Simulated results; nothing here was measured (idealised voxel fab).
This section sets out a process module, namely voxel self aligned vias.
Pictured: cross-section cut, 165 nm wide, on a grid of 5 nm square cells.
Square cells in a grid make up a cross-section in this document, and the grid is given as bands, listed from the top down, each one or more rows of cells. It is stipulated that each band's entry specify, in nanometres, the height of the top of the band and then that of its bottom, followed by the materials of the band in left-to-right sequence, each together with its width in nanometres. A single material marked by the word "full width" is understood to fill the band from edge to edge; the word "air" is understood to denote empty space. The reference from which all heights are counted is 0, the level beneath which the as-received wafer is entirely one material; the lowest band, having no lower bound, proceeds downward and is written after the example "top 0, no bottom". It should be noted that a width expressed as "30 to 40" varies in equal increments from row to row of cells within the band, taking the value of the first number at the top row and that of the second number at the bottom row. Step note "left unchanged" = no cross-section cell changed. Closed empty spaces: empty space of 8 cells or more with no open way to the top, each as width x height at its distance from the left edge, in nm. Text after the settings on a step's line: the simulator's own remark on that step. A step's line can hold "overlay nm"; with a mask on that step, the setting says how far right of the planned place the mask lay, while a negative setting says it lay to the left.

### Listed below are the process steps as planned
1) RECEIVE: material Si
2) CONFORMAL_DEP: material SiO2, thk nm 15
3) CONFORMAL_DEP: material SiCN, thk nm 5
4) DIRECTIONAL_DEP: material lowk, thk nm 20
5) PATTERN: tone open, mask id LINES, material resist, width nm 20, pitch nm 60, thk nm 15, overlay nm 0
6) DIRECTIONAL_ETCH: etch materials lowk, depth nm 20
7) STRIP: etch materials resist
8) CONFORMAL_DEP: material TiN, thk nm 5
9) FILL_DEP: material Ru, thk nm 10
10) CMP: height nm 40
11) SELECTIVE_ETCH: etch materials W Ru TiN, depth nm 5
12) FILL_DEP: material SiN, thk nm 10
13) CMP: height nm 40
14) DIRECTIONAL_DEP: material lowk, thk nm 20
15) MASKED_ETCH: tone open, mask id VIAS, width nm 40, etch materials lowk, depth nm 20, overlay nm 0
16) MASKED_ETCH: tone open, mask id VIAS, width nm 40, etch materials SiN, depth nm 5, overlay nm 0
17) CONFORMAL_DEP: material TiN, thk nm 5
18) FILL_DEP: material W, thk nm 10
19) CMP: height nm 60
20) CONFORMAL_DEP: material SiCN, thk nm 5

### Cross-section of the incoming wafer, state after step 1
    top 0, no bottom = Si full width
    Closed empty spaces: none

### Here's the wafer cut in cross-section after the module, started and planned just like above, except one thing was done wrong in the run
    top 65, bottom 60 = SiCN full width
    top 60, bottom 45 = lowk: 30, then TiN: 5, then W: 30, then TiN: 5, then lowk: 95
    top 45, bottom 40 = lowk: 30, then TiN: 15, then W: 10, then TiN: 15, then lowk: 95
    top 40, bottom 35 = lowk: 40, then TiN: 20, then lowk: 40, then SiN: 20, then lowk: 45
    top 35, bottom 25 = lowk: 40, then TiN: 5, then Ru: 10, then TiN: 5, then lowk: 40, then TiN: 5, then Ru: 10, then TiN: 5, then lowk: 45
    top 25, bottom 20 = lowk: 40, then TiN: 20, then lowk: 40, then TiN: 20, then lowk: 45
    top 20, bottom 5 = SiO2 full width
    top 5, bottom 0 = SiCN full width
    top 0, no bottom = Si full width
    Closed empty spaces: none
So what did we get wrong on this run? the executed order of steps 2 and 3 is the reverse of that specified in the plan, each step having taken the other's position
